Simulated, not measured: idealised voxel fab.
The document below concerns the process module designated voxel spacer lines.
We display cut, a cross-section 280 nm in width whose square cells are each 5 nm.
Each cross-section below is a grid of square cells, stated as bands in top-down order, with one or more rows of cells making up each band. It is stipulated that each band's entry specify, in nanometres, the height of the top of the band and then that of its bottom, followed by the materials of the band in left-to-right sequence, each together with its width in nanometres. A single material marked by the word "all across" is understood to fill the band from edge to edge; the word "blank" is understood to denote empty space. We count height from 0. Below that, the starting wafer is all one material. The lowest band never ends at the bottom but goes on down; see "z 0 and below" for how that is written. The notation "30->40" denotes a width that varies across the rows of cells in the band, beginning at the first number in the top row, finishing at the second number in the bottom row, and changing by an identical amount from each row to the next. Reading "no alterations made" for a step: not a cell of the cross-section changed in it. In "Trapped cavities" the enclosed voids are listed, meaning empty spaces of 8 cells or larger without any opening to the top. The form is width x height at distance, distance from the left edge, units nm. Heads up: the bit after the settings on a step's line is the simulator's remark on that step. The "overlay nm" setting may appear on a step's line; for a step that uses a mask, it gives how far to the right of its planned position the mask lay, and a negative value indicates the left.
# plan
- 1: RECEIVE (material Si)
- 2: CONFORMAL_DEP (material Al2O3; thk nm 5)
- 3: DIRECTIONAL_DEP (material SiN; thk nm 15)
- 4: DIRECTIONAL_DEP (material polySi; thk nm 25)
- 5: PATTERN (tone cover; mask id MANDREL; material resist; width nm 25; pitch nm 70; thk nm 30; overlay nm 0)
- 6: DIRECTIONAL_ETCH (etch materials polySi; depth nm 25)
- 7: STRIP (etch materials resist)
- 8: CONFORMAL_DEP (material SiO2; thk nm 10)
- 9: DIRECTIONAL_ETCH (etch materials SiO2; depth nm 10)
- 10: STRIP (etch materials polySi)
- 11: DIRECTIONAL_ETCH (etch materials SiN; depth nm 15)
- 12: STRIP (etch materials SiO2)
# The cross-section here shows the wafer as received, i.e. in its state after step 1
- z 0 and below  Si all across
- Trapped cavities: none
# Here's the wafer cut in cross-section after the module, started and planned just like above, except one thing was done wrong in the run
- z 30 to 5  polySi all across
- z 5 to 0  Al2O3 all across
- z 0 and below  Si all across
- Trapped cavities: none
Here's what went sideways: deviation from plan: step 4 and step 3 executed in one another's positions
